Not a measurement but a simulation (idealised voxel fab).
voxel capacitor over wiring: a process module
For reference, the cross-section in this document is cut, with width 270 nm and square cells of 5 nm.
We lay out every cross-section as a grid of square cells and spell it out in bands from the top down, where one band means one or more rows of cells. Top, bottom (nm), then materials left to right with widths (nm); lone material tagged "edge to edge" fills the whole band edge to edge; "empty" = empty space. Heights are measured from 0, the level below which the as-received wafer is all one material; the lowest band has no bottom and continues downward, written as in "0 -> down". A two-number width, for instance "30 to 40", indicates that the width is equal to the first number in the top row of the band and to the second number in the bottom row, and that it changes by a constant amount per row of cells. Any step labelled "changes: none" changed none of the cells in the cross-section. Fully sealed cavities: empty space of 8 cells or more with no open way to the top, each as width x height at its distance from the left edge, in nm. It should be noted that, on the line of a given step, the content following the step's settings is a remark produced by the simulator itself with respect to that step. The optional step-line setting "overlay nm" applies to steps with a mask and quantifies how far to the right of its planned location the mask lay, a negative value indicating leftward placement.

### Below is the list of planned process steps
1: op RECEIVE | material Si
2: op CONFORMAL_DEP | material SiO2 | thk nm 5
3: op CONFORMAL_DEP | material SiN | thk nm 5
4: op DIRECTIONAL_DEP | material lowk | thk nm 20
5: op DIRECTIONAL_DEP | material aC | thk nm 10
6: op PATTERN | tone open | mask id METAL_1 | material resist | width nm 20 | pitch nm 75 | thk nm 30 | overlay nm 0
7: op DIRECTIONAL_ETCH | etch materials aC | depth nm 10
8: op STRIP | etch materials resist
9: op DIRECTIONAL_ETCH | etch materials lowk | depth nm 20
10: op DIRECTIONAL_ETCH | etch materials SiN | depth nm 5
11: op STRIP | etch materials aC
12: op CONFORMAL_DEP | material TiN | thk nm 5
13: op FILL_DEP | material W | thk nm 10
14: op CMP | height nm 40
15: op EPI | material Ru | thk nm 5
16: op FILL_DEP | material SiCN | thk nm 5
17: op DIRECTIONAL_DEP | material lowk | thk nm 20
18: op DIRECTIONAL_DEP | material aC | thk nm 15
19: op PATTERN | tone open | mask id PLUG_1 | material resist | width nm 15 | thk nm 35 | overlay nm 0
20: op DIRECTIONAL_ETCH | etch materials aC | depth nm 15
21: op STRIP | etch materials resist
22: op DIRECTIONAL_ETCH | etch materials lowk | depth nm 20
23: op DIRECTIONAL_ETCH | etch materials SiCN | depth nm 5
24: op STRIP | etch materials aC
25: op CONFORMAL_DEP | material TiN | thk nm 5
26: op FILL_DEP | material W | thk nm 10
27: op CMP | height nm 70
28: op DIRECTIONAL_DEP | material TiN | thk nm 10
29: op DIRECTIONAL_DEP | material SiN | thk nm 5
30: op DIRECTIONAL_DEP | material TiN | thk nm 5
31: op MASKED_ETCH | tone cover | mask id UPPER_PLATE | width nm 60 | etch materials TiN | depth nm 5 | overlay nm 0
32: op MASKED_ETCH | tone cover | mask id UPPER_PLATE | width nm 60 | etch materials SiN | depth nm 5 | overlay nm 0
33: op PATTERN | tone cover | mask id LOWER_PLATE | material resist | width nm 70 | thk nm 15 | overlay nm 0
34: op DIRECTIONAL_ETCH | etch materials TiN | depth nm 10
35: op STRIP | etch materials resist
36: op FILL_DEP | material SiO2 | thk nm 15
37: op CMP | height nm 100
38: op DIRECTIONAL_DEP | material aC | thk nm 10
39: op PATTERN | tone open | mask id PLUG_2 | material resist | width nm 15 | thk nm 30 | overlay nm 0
40: op DIRECTIONAL_ETCH | etch materials aC | depth nm 10
41: op STRIP | etch materials resist
42: op DIRECTIONAL_ETCH | etch materials SiO2 | depth nm 10
43: op STRIP | etch materials aC
44: op CONFORMAL_DEP | material TiN | thk nm 5
45: op FILL_DEP | material Ru | thk nm 10
46: op CMP | height nm 100
47: op CONFORMAL_DEP | material SiN | thk nm 5
The wafers in this document start out alike and differ in the thk nm applied at step 2; the plan shows the value used for the first wafer.

### First of several wafers (as received, post step 1), cross-sectional view
    0 -> down = Si edge to edge
    Fully sealed cavities: none

### Cross-section, first of several wafers, end of module, after last step 47
    105 -> 100 = SiN edge to edge
    100 -> 95 = 100 of SiO2 | 5 of TiN | 5 of Ru | 5 of TiN | 155 of SiO2
    95 -> 85 = 100 to 90 of SiO2 | 15 to 60 of TiN | 155 to 120 of SiO2
    85 -> 80 = 90 of SiO2 | 60 of SiN | 120 of SiO2
    80 -> 70 = 85 of SiO2 | 70 of TiN | 115 of SiO2
    70 -> 50 = 90 of lowk | 5 of TiN | 5 of W | 5 of TiN | 165 of lowk
    50 -> 45 = 90 of SiCN | 15 of TiN | 165 of SiCN
    45 -> 40 = Ru edge to edge
    40 -> 35 = W edge to edge
    35 -> 30 = 90 of TiN | 10 of W | 65 of TiN | 10 of W | 95 of TiN
    30 -> 10 = 85 of lowk | 5 of TiN | 10 of W | 5 of TiN | 55 of lowk | 5 of TiN | 10 of W | 5 of TiN | 90 of lowk
    10 -> 5 = 85 of SiN | 20 of TiN | 55 of SiN | 20 of TiN | 90 of SiN
    5 -> 0 = SiO2 edge to edge
    0 -> down = Si edge to edge
    Fully sealed cavities: none

### Showing the last wafer in cross-section at the end of the module
    105 -> 100 = SiN edge to edge
    100 -> 95 = 100 of SiO2 | 5 of TiN | 5 of Ru | 5 of TiN | 155 of SiO2
    95 -> 85 = 100 to 90 of SiO2 | 15 to 60 of TiN | 155 to 120 of SiO2
    85 -> 80 = 90 of SiO2 | 60 of SiN | 120 of SiO2
    80 -> 70 = 85 of SiO2 | 70 of TiN | 115 of SiO2
    70 -> 50 = 90 of lowk | 5 of TiN | 5 of W | 5 of TiN | 165 of lowk
    50 -> 45 = 90 of SiCN | 15 of TiN | 165 of SiCN
    45 -> 40 = 80 of SiCN | 30 of Ru | 45 of SiCN | 30 of Ru | 85 of SiCN
    40 -> 35 = 85 of lowk | 5 of TiN | 10 of W | 5 of TiN | 55 of lowk | 5 of TiN | 10 of W | 5 of TiN | 90 of lowk
    35 -> 30 = 85 of SiN | 20 of TiN | 55 of SiN | 20 of TiN | 90 of SiN
    30 -> 0 = SiO2 edge to edge
    0 -> down = Si edge to edge
    Fully sealed cavities: none

### Table: wafers, a row each; end-of-module cell change per material since receipt, gain (+), loss (-); then closed voids
thk nm 5, +55 Ru, +51 SiCN, +112 SiN, +320 SiO2, +130 TiN, +78 W, +388 lowk, Fully sealed cavities: none
thk nm 10, +55 Ru, +51 SiCN, +112 SiN, +374 SiO2, +130 TiN, +24 W, +388 lowk, Fully sealed cavities: none
thk nm 15, +13 Ru, +93 SiCN, +112 SiN, +428 SiO2, +80 TiN, +20 W, +388 lowk, Fully sealed cavities: none
thk nm 20, +13 Ru, +93 SiCN, +112 SiN, +482 SiO2, +76 TiN, +16 W, +342 lowk, Fully sealed cavities: none
thk nm 25, +13 Ru, +93 SiCN, +112 SiN, +536 SiO2, +72 TiN, +12 W, +296 lowk, Fully sealed cavities: none
thk nm 30, +13 Ru, +93 SiCN, +112 SiN, +590 SiO2, +68 TiN, +8 W, +250 lowk, Fully sealed cavities: none
